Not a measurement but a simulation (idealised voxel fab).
The following is a process module called voxel quadruple lines.
Square cell edge 5 nm, section width 300 nm, ID cut.
A cross-section in this document is a grid of square cells, and it is written down as bands, the top band listed before the ones below it; a band is made up of one or more rows of cells.
For a band, the entry starts with two heights in nm, that of the top and then that of the bottom, and carries on with the band's materials in order from left to right, each alongside its width in nm; the word "throughout" beside a single material means it fills the band edge to edge, and "blank" means empty space.
We count height from 0. Below that, the starting wafer is all one material. The lowest band never ends at the bottom but goes on down; see "0..down" for how that is written.
A two-number width, for instance "30 to 40", indicates that the width is equal to the first number in the top row of the band and to the second number in the bottom row, and that it changes by a constant amount per row of cells.
A step reported as "stayed the same" is a step in which no cell of the cross-section changed.
Each empty space that has no open way to the top and spans at least 8 cells appears under "Cavities, sealed" as width x height at distance, the distance counted from the left edge, all in nm.
after a step's settings: what the simulator itself notes on the step
"overlay nm", when on a step's line for a step with a mask, measures how far to the right of its planned place the mask lay; a negative measure means to the left.

PROCESS STEPS FORESEEN IN THE PLAN
- 1: RECEIVE | material Si
- 2: CONFORMAL_DEP | material Al2O3 | thk nm 5
- 3: DIRECTIONAL_DEP | material W | thk nm 10
- 4: DIRECTIONAL_DEP | material polySi | thk nm 15
- 5: DIRECTIONAL_DEP | material aC | thk nm 25
- 6: PATTERN | tone cover | mask id MANDREL | material resist | width nm 30 | pitch nm 80 | thk nm 30 | overlay nm 0
- 7: DIRECTIONAL_ETCH | etch materials aC | depth nm 25
- 8: STRIP | etch materials resist
- 9: CONFORMAL_DEP | material SiO2 | thk nm 10
- 10: DIRECTIONAL_ETCH | etch materials SiO2 | depth nm 10
- 11: STRIP | etch materials aC
- 12: DIRECTIONAL_ETCH | etch materials polySi | depth nm 15
- 13: STRIP | etch materials SiO2
- 14: CONFORMAL_DEP | material SiN | thk nm 10
- 15: DIRECTIONAL_ETCH | etch materials SiN | depth nm 10
- 16: STRIP | etch materials polySi
- 17: DIRECTIONAL_ETCH | etch materials W | depth nm 10
- 18: STRIP | etch materials SiN

AS-RECEIVED WAFER CROSS-SECTION (AFTER STEP 1)
  0..down | Si throughout
  Cavities, sealed: none

CROSS-SECTIONAL VIEW OF THE FIRST OF THE TWO WAFERS UPON COMPLETION OF THE MODULE, PROCESSED IN ACCORDANCE WITH THE PLAN
  15..5 | blank: 75, then W: 10, then blank: 10, then W: 10, then blank: 10, then W: 10, then blank: 10, then W: 10, then blank: 10, then W: 10, then blank: 10, then W: 10, then blank: 10, then W: 10, then blank: 10, then W: 10, then blank: 75
  5..0 | Al2O3 throughout
  0..down | Si throughout
  Cavities, sealed: none

THIS IS THE SECOND OF THE TWO WAFERS, CROSS-SECTIONED AT THE END OF THE MODULE; IT STARTED EXACTLY LIKE THE FIRST AND WAS GIVEN THE SAME PLAN, BUT IT WAS RUN WITH ONE MISTAKE
  15..5 | blank: 85, then W: 10, then blank: 10, then W: 10, then blank: 10, then W: 10, then blank: 10, then W: 10, then blank: 10, then W: 10, then blank: 10, then W: 10, then blank: 10, then W: 10, then blank: 10, then W: 10, then blank: 65
  5..0 | Al2O3 throughout
  0..down | Si throughout
  Cavities, sealed: none
The mistake made against the process plan was this: step 6 ran with different settings than intended, the actual operation and settings being PATTERN | tone cover | mask id MANDREL | material resist | width nm 30 | pitch nm 80 | thk nm 30 | overlay nm 10
In the final comparison it is observed that the number of cells assigned to each material is identical for the two wafers, whereas their placement is not.
